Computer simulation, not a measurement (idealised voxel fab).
process module | voxel capacitor over wiring
cross-section cut | 215 nm wide | cells 5 nm
A cross-section is a grid of square cells, given in bands from the top down. A band is one or more rows of cells.
Each band's line starts with the height of the band's top and of its bottom, in nm. Then come its materials from left to right, each with its width in nm. One material with "throughout" fills the band from edge to edge. "air" is empty space.
Height 0 is the level under which the wafer as received is all one material. The lowest band goes on downwards, as in "0 down".
A width such as "30 to 40" changes by the same amount from each row of cells to the next, from the band's top row to its bottom row.
"no change" after a step means that no cell of the cross-section changed.
closed voids: empty space of 8 cells or more with no open way to the top, each as width x height at its distance from the left edge, in nm
after a step's settings: what the simulator itself notes on the step
overlay nm, on a step with a mask: how far to the right of its planned place the mask lay; to the left if negative
plan
1 op RECEIVE | material Si
2 op CONFORMAL_DEP | material SiO2 | thk nm 15
3 op CONFORMAL_DEP | material SiCN | thk nm 5
4 op DIRECTIONAL_DEP | material SiO2 | thk nm 20
5 op MASKED_ETCH | tone open | mask id METAL_1 | width nm 30 | pitch nm 80 | etch materials SiO2 | depth nm 20 | overlay nm 0
6 op MASKED_ETCH | tone open | mask id METAL_1 | width nm 30 | pitch nm 80 | etch materials SiCN | depth nm 5 | overlay nm 0
7 op CONFORMAL_DEP | material TiN | thk nm 5
8 op FILL_DEP | material Cu | thk nm 10
9 op CMP | height nm 40
10 op CONFORMAL_DEP | material SiCN | thk nm 5
11 op DIRECTIONAL_DEP | material lowk | thk nm 15
12 op MASKED_ETCH | tone open | mask id PLUG_1 | width nm 15 | etch materials lowk | depth nm 15 | overlay nm 0
13 op MASKED_ETCH | tone open | mask id PLUG_1 | width nm 15 | etch materials SiCN | depth nm 5 | overlay nm 0
14 op CONFORMAL_DEP | material TiN | thk nm 5
15 op FILL_DEP | material W | thk nm 10
16 op CMP | height nm 60
17 op DIRECTIONAL_DEP | material TiN | thk nm 10
18 op DIRECTIONAL_DEP | material HfO2 | thk nm 5
19 op DIRECTIONAL_DEP | material TiN | thk nm 5
20 op MASKED_ETCH | tone cover | mask id UPPER_PLATE | width nm 55 | etch materials TiN | depth nm 5 | overlay nm 0
21 op MASKED_ETCH | tone cover | mask id UPPER_PLATE | width nm 55 | etch materials HfO2 | depth nm 5 | overlay nm 0
22 op MASKED_ETCH | tone cover | mask id LOWER_PLATE | width nm 65 | etch materials TiN | depth nm 10 | overlay nm 0
23 op FILL_DEP | material SiO2 | thk nm 20
24 op CMP | height nm 95
25 op MASKED_ETCH | tone open | mask id PLUG_2 | width nm 15 | etch materials SiO2 | depth nm 15 | overlay nm 0
26 op CONFORMAL_DEP | material TiN | thk nm 5
27 op FILL_DEP | material Cu | thk nm 10
28 op CMP | height nm 95
29 op CONFORMAL_DEP | material SiCN | thk nm 5
first wafer, as planned
as received, after step 1
  0 down: Si throughout
  closed voids: none
after step 2
  15 to 0: SiO2 throughout
  below 0: unchanged
after step 3
  20 to 15: SiCN throughout
  below 15: unchanged
after step 4
  40 to 20: SiO2 throughout
  below 20: unchanged
after step 5
  40 to 20: SiO2 50 | air 30 | SiO2 50 | air 30 | SiO2 55
  below 20: unchanged
after step 6
  40 to 20: SiO2 50 | air 30 | SiO2 50 | air 30 | SiO2 55
  20 to 15: SiCN 50 | air 30 | SiCN 50 | air 30 | SiCN 55
  below 15: unchanged
after step 7
  45 to 40: TiN 55 | air 20 | TiN 60 | air 20 | TiN 60
  40 to 20: SiO2 50 | TiN 5 | air 20 | TiN 5 | SiO2 50 | TiN 5 | air 20 | TiN 5 | SiO2 55
  20 to 15: SiCN 50 | TiN 30 | SiCN 50 | TiN 30 | SiCN 55
  below 15: unchanged
after step 8
  55 to 45: Cu throughout
  45 to 40: TiN 55 | Cu 20 | TiN 60 | Cu 20 | TiN 60
  40 to 20: SiO2 50 | TiN 5 | Cu 20 | TiN 5 | SiO2 50 | TiN 5 | Cu 20 | TiN 5 | SiO2 55
  below 20: unchanged
after step 9
  40 to 20: SiO2 50 | TiN 5 | Cu 20 | TiN 5 | SiO2 50 | TiN 5 | Cu 20 | TiN 5 | SiO2 55
  below 20: unchanged
after step 10
  45 to 40: SiCN throughout
  below 40: unchanged
after step 11
  60 to 45: lowk throughout
  below 45: unchanged
after step 12
  60 to 45: lowk 65 | air 15 | lowk 135
  below 45: unchanged
after step 13
  60 to 45: lowk 65 | air 15 | lowk 135
  45 to 40: SiCN 65 | air 15 | SiCN 135
  below 40: unchanged
after step 14
  65 to 60: TiN 70 | air 5 | TiN 140
  60 to 45: lowk 65 | TiN 5 | air 5 | TiN 5 | lowk 135
  45 to 40: SiCN 65 | TiN 15 | SiCN 135
  below 40: unchanged
after step 15
  75 to 65: W throughout
  65 to 60: TiN 70 | W 5 | TiN 140
  60 to 45: lowk 65 | TiN 5 | W 5 | TiN 5 | lowk 135
  below 45: unchanged
after step 16
  60 to 45: lowk 65 | TiN 5 | W 5 | TiN 5 | lowk 135
  below 45: unchanged
after step 17
  70 to 60: TiN throughout
  below 60: unchanged
after step 18
  75 to 70: HfO2 throughout
  below 70: unchanged
after step 19
  80 to 75: TiN throughout
  below 75: unchanged
after step 20
  80 to 75: air 65 | TiN 55 | air 95
  below 75: unchanged
after step 21
  80 to 75: air 65 | TiN 55 | air 95
  75 to 70: air 65 | HfO2 55 | air 95
  below 70: unchanged
after step 22
  80 to 75: air 65 | TiN 55 | air 95
  75 to 70: air 65 | HfO2 55 | air 95
  70 to 60: air 60 | TiN 65 | air 90
  below 60: unchanged
after step 23
  100 to 80: SiO2 throughout
  80 to 75: SiO2 65 | TiN 55 | SiO2 95
  75 to 70: SiO2 65 | HfO2 55 | SiO2 95
  70 to 60: SiO2 60 | TiN 65 | SiO2 90
  below 60: unchanged
after step 24
  95 to 80: SiO2 throughout
  below 80: unchanged
after step 25
  95 to 80: SiO2 75 | air 15 | SiO2 125
  below 80: unchanged
after step 26
  100 to 95: TiN 80 | air 5 | TiN 130
  95 to 85: SiO2 75 | TiN 5 | air 5 | TiN 5 | SiO2 125
  85 to 75: SiO2 75 to 65 | TiN 15 to 55 | SiO2 125 to 95
  below 75: unchanged
after step 27
  110 to 100: Cu throughout
  100 to 95: TiN 80 | Cu 5 | TiN 130
  95 to 85: SiO2 75 | TiN 5 | Cu 5 | TiN 5 | SiO2 125
  below 85: unchanged
after step 28
  95 to 85: SiO2 75 | TiN 5 | Cu 5 | TiN 5 | SiO2 125
  below 85: unchanged
after step 29
  100 to 95: SiCN throughout
  below 95: unchanged
second wafer: like start, like plan, one mistake. Through step 1 it matches the first wafer
when step 2 should have ended
  30 to 0: SiO2 throughout
  below 0: unchanged
when step 3 should have ended
  35 to 30: SiCN throughout
  below 30: unchanged
when step 4 should have ended
  55 to 35: SiO2 throughout
  below 35: unchanged
when step 5 should have ended
  55 to 35: SiO2 50 | air 30 | SiO2 50 | air 30 | SiO2 55
  below 35: unchanged
when step 6 should have ended
  55 to 35: SiO2 50 | air 30 | SiO2 50 | air 30 | SiO2 55
  35 to 30: SiCN 50 | air 30 | SiCN 50 | air 30 | SiCN 55
  below 30: unchanged
when step 7 should have ended
  60 to 55: TiN 55 | air 20 | TiN 60 | air 20 | TiN 60
  55 to 35: SiO2 50 | TiN 5 | air 20 | TiN 5 | SiO2 50 | TiN 5 | air 20 | TiN 5 | SiO2 55
  35 to 30: SiCN 50 | TiN 30 | SiCN 50 | TiN 30 | SiCN 55
  below 30: unchanged
when step 8 should have ended
  70 to 60: Cu throughout
  60 to 55: TiN 55 | Cu 20 | TiN 60 | Cu 20 | TiN 60
  55 to 35: SiO2 50 | TiN 5 | Cu 20 | TiN 5 | SiO2 50 | TiN 5 | Cu 20 | TiN 5 | SiO2 55
  below 35: unchanged
when step 9 should have ended
  40 to 35: SiO2 50 | TiN 5 | Cu 20 | TiN 5 | SiO2 50 | TiN 5 | Cu 20 | TiN 5 | SiO2 55
  below 35: unchanged
when step 10 should have ended
  45 to 40: SiCN throughout
  below 40: unchanged
when step 11 should have ended
  60 to 45: lowk throughout
  below 45: unchanged
when step 12 should have ended
  60 to 45: lowk 65 | air 15 | lowk 135
  below 45: unchanged
when step 13 should have ended
  60 to 45: lowk 65 | air 15 | lowk 135
  45 to 40: SiCN 65 | air 15 | SiCN 135
  below 40: unchanged
when step 14 should have ended
  65 to 60: TiN 70 | air 5 | TiN 140
  60 to 45: lowk 65 | TiN 5 | air 5 | TiN 5 | lowk 135
  45 to 40: SiCN 65 | TiN 15 | SiCN 135
  below 40: unchanged
when step 15 should have ended
  75 to 65: W throughout
  65 to 60: TiN 70 | W 5 | TiN 140
  60 to 45: lowk 65 | TiN 5 | W 5 | TiN 5 | lowk 135
  below 45: unchanged
when step 16 should have ended
  60 to 45: lowk 65 | TiN 5 | W 5 | TiN 5 | lowk 135
  below 45: unchanged
when step 17 should have ended
  70 to 60: TiN throughout
  below 60: unchanged
when step 18 should have ended
  75 to 70: HfO2 throughout
  below 70: unchanged
when step 19 should have ended
  80 to 75: TiN throughout
  below 75: unchanged
when step 20 should have ended
  80 to 75: air 65 | TiN 55 | air 95
  below 75: unchanged
when step 21 should have ended
  80 to 75: air 65 | TiN 55 | air 95
  75 to 70: air 65 | HfO2 55 | air 95
  below 70: unchanged
when step 22 should have ended
  80 to 75: air 65 | TiN 55 | air 95
  75 to 70: air 65 | HfO2 55 | air 95
  70 to 60: air 60 | TiN 65 | air 90
  below 60: unchanged
when step 23 should have ended
  100 to 80: SiO2 throughout
  80 to 75: SiO2 65 | TiN 55 | SiO2 95
  75 to 70: SiO2 65 | HfO2 55 | SiO2 95
  70 to 60: SiO2 60 | TiN 65 | SiO2 90
  below 60: unchanged
when step 24 should have ended
  95 to 80: SiO2 throughout
  below 80: unchanged
when step 25 should have ended
  95 to 80: SiO2 75 | air 15 | SiO2 125
  below 80: unchanged
when step 26 should have ended
  100 to 95: TiN 80 | air 5 | TiN 130
  95 to 85: SiO2 75 | TiN 5 | air 5 | TiN 5 | SiO2 125
  85 to 75: SiO2 75 to 65 | TiN 15 to 55 | SiO2 125 to 95
  below 75: unchanged
when step 27 should have ended
  110 to 100: Cu throughout
  100 to 95: TiN 80 | Cu 5 | TiN 130
  95 to 85: SiO2 75 | TiN 5 | Cu 5 | TiN 5 | SiO2 125
  below 85: unchanged
when step 28 should have ended
  95 to 85: SiO2 75 | TiN 5 | Cu 5 | TiN 5 | SiO2 125
  below 85: unchanged
when step 29 should have ended
  100 to 95: SiCN throughout
  below 95: unchanged
what went wrong: step 2 was run twice
at the end the second wafer has, in cells: 24 fewer of Cu | 36 more of SiO2 | 12 fewer of TiN
